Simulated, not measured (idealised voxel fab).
Process module under the name voxel released beams
Xsec cut, 280 nm wide, square cell size 5 nm.
How to read a cross-section here: the picture is a grid of square cells, written as bands going from the top down, and any band can span one or more rows of cells.
Quick guide to a band line: top height, bottom height (nm) up front; then every material left to right with its width in nm. Only one material and it's marked "everywhere"? Then it fills the band edge to edge. And "air" just means empty space.
Heights are measured from 0, the level below which the as-received wafer is all one material; the lowest band has no bottom and continues downward, written as in "0 -> down".
Think of "30 to 40" as a width that walks from the first number to the second as you go down the band, top row to bottom row, taking equal-sized steps from row to row.
"left unchanged", as given for a step, is the statement that not any cell of the cross-section underwent a change during that step.
Empty spaces counting at least 8 cells and having no open way to the top are listed in "Enclosed void catalog". The notation width x height at distance is used for each, the distance being from the left edge and all three values in nm.
Where a step's line continues beyond its settings, the continuation is a remark by the simulator itself on that step.
What "overlay nm" on a step's line means: if the step has a mask, that mask lay this far to the right of its planned place, or, when the value is negative, to the left.
Process steps foreseen in the plan:
step 1: RECEIVE with material Si
step 2: CONFORMAL_DEP with material Al2O3, thk nm 5
step 3: DIRECTIONAL_DEP with material SiO2, thk nm 10
step 4: DIRECTIONAL_DEP with material aC, thk nm 10
step 5: PATTERN with tone open, mask id ANCHOR, material resist, width nm 40, thk nm 25, overlay nm 0
step 6: DIRECTIONAL_ETCH with etch materials aC, depth nm 10
step 7: STRIP with etch materials resist
step 8: DIRECTIONAL_ETCH with etch materials SiO2, depth nm 10
step 9: STRIP with etch materials aC
step 10: CONFORMAL_DEP with material SiN, thk nm 15
step 11: MASKED_ETCH with tone cover, mask id BEAM, width nm 85, etch materials SiN, depth nm 15, overlay nm 0
step 12: STRIP with etch materials SiO2
First of the two wafers, run per plan:
Wafer at receipt (post step 1), cross-section:
- 0 -> down = Si everywhere
- Enclosed void catalog: none
Step 2 complete: cross-section through the wafer:
- 5 -> 0 = Al2O3 everywhere
- Anything lower than 0 is untouched.
Step 3 complete: cross-section through the wafer:
- 15 -> 5 = SiO2 everywhere
- Anything lower than 5 is untouched.
Step 4 complete: cross-section through the wafer:
- 25 -> 15 = aC everywhere
- Anything lower than 15 is untouched.
Step 5 complete: cross-section through the wafer:
- 50 -> 25 = 100 of resist  40 of air  140 of resist
- Anything lower than 25 is untouched.
Step 6 complete: cross-section through the wafer:
- 40 -> 25 = 100 of resist  40 of air  140 of resist
- 25 -> 15 = 100 of aC  40 of air  140 of aC
- Anything lower than 15 is untouched.
Step 7 complete: cross-section through the wafer:
- 25 -> 15 = 100 of aC  40 of air  140 of aC
- Anything lower than 15 is untouched.
Step 8 complete: cross-section through the wafer:
- 25 -> 15 = 100 of aC  40 of air  140 of aC
- 15 -> 5 = 100 of SiO2  40 of air  140 of SiO2
- Anything lower than 5 is untouched.
Step 9 complete: cross-section through the wafer:
- 15 -> 5 = 100 of SiO2  40 of air  140 of SiO2
- Anything lower than 5 is untouched.
Step 10 complete: cross-section through the wafer:
- 30 -> 20 = 115 of SiN  10 of air  155 of SiN
- 20 -> 15 = SiN everywhere
- 15 -> 5 = 100 of SiO2  40 of SiN  140 of SiO2
- Anything lower than 5 is untouched.
Step 11 complete: cross-section through the wafer:
- 30 -> 20 = 95 of air  20 of SiN  10 of air  55 of SiN  100 of air
- 20 -> 15 = 95 of air  85 of SiN  100 of air
- Anything lower than 15 is untouched.
Step 12 complete: cross-section through the wafer:
- 30 -> 20 = 95 of air  20 of SiN  10 of air  55 of SiN  100 of air
- 20 -> 15 = 95 of air  85 of SiN  100 of air
- 15 -> 5 = 100 of air  40 of SiN  140 of air
- Anything lower than 5 is untouched.
Wafer two. Identical start, identical plan. One mistake in execution. Identical history through step 9:
Cross-section of the second wafer when, according to plan, step 10 should have finished:
- 40 -> 15 = SiN everywhere
- 15 -> 5 = 100 of SiO2  40 of SiN  140 of SiO2
- Anything lower than 5 is untouched.
Cross-section of the second wafer when, according to plan, step 11 should have finished:
- 40 -> 25 = 95 of air  85 of SiN  100 of air
- Anything lower than 25 is untouched.
Cross-section of the second wafer when, according to plan, step 12 should have finished: left unchanged
Where did the run depart from the plan? rather than as planned, step 10 actually ran as CONFORMAL_DEP with material SiN, thk nm 25
Final wafer comparison in cells, second versus first, more or fewer per material: SiN +116; SiO2 +96
